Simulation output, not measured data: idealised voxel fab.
process module | voxel gate over fins
cross-section cut | 175 nm wide | cells 5 nm
A cross-section is a grid of square cells, given in bands from the top down. A band is one or more rows of cells.
Each band's line starts with the height of the band's top and of its bottom, in nm. Then come its materials from left to right, each with its width in nm. One material with "throughout" fills the band from edge to edge. "air" is empty space.
Height 0 is the level under which the wafer as received is all one material. The lowest band goes on downwards, as in "0 down".
A width such as "30 to 40" changes by the same amount from each row of cells to the next, from the band's top row to its bottom row.
"no change" after a step means that no cell of the cross-section changed.
closed voids: empty space of 8 cells or more with no open way to the top, each as width x height at its distance from the left edge, in nm
after a step's settings: what the simulator itself notes on the step
overlay nm, on a step with a mask: how far to the right of its planned place the mask lay; to the left if negative
plan
1 op RECEIVE | material Si
2 op CONFORMAL_DEP | material SiN | thk nm 5
3 op DIRECTIONAL_DEP | material aC | thk nm 10
4 op PATTERN | tone cover | mask id FINS | material resist | width nm 15 | pitch nm 40 | thk nm 25 | overlay nm 0
5 op DIRECTIONAL_ETCH | etch materials aC | depth nm 10
6 op STRIP | etch materials resist
7 op DIRECTIONAL_ETCH | etch materials SiN | depth nm 5
8 op DIRECTIONAL_ETCH | etch materials Si | depth nm 40
9 op STRIP | etch materials aC
10 op FILL_DEP | material SiO2 | thk nm 5
11 op CMP | height nm 5
12 op SELECTIVE_ETCH | etch materials SiO2 | depth nm 20
13 op STRIP | etch materials SiN
14 op CONFORMAL_DEP | material HfO2 | thk nm 5
15 op CONFORMAL_DEP | material TiN | thk nm 5
16 op FILL_DEP | material W | thk nm 15
17 op CMP | height nm 20
18 op CONFORMAL_DEP | material SiN | thk nm 5
varied across the wafers: width nm of step 4. The plan shows the first wafer's value. All wafers start alike
first wafer as received, after step 1
  0 down: Si throughout
  closed voids: none
each wafer at the end: cells of each material gained (+) or lost (-) since it was received, then its closed voids
width nm 15 | +59 HfO2 | -184 Si | +35 SiN | +115 SiO2 | +59 TiN | +91 W | closed voids: none
width nm 20 | +59 HfO2 | -152 Si | +35 SiN | +95 SiO2 | +59 TiN | +79 W | closed voids: none
width nm 25 | +59 HfO2 | -120 Si | +35 SiN | +75 SiO2 | +50 TiN | +76 W | closed voids: none
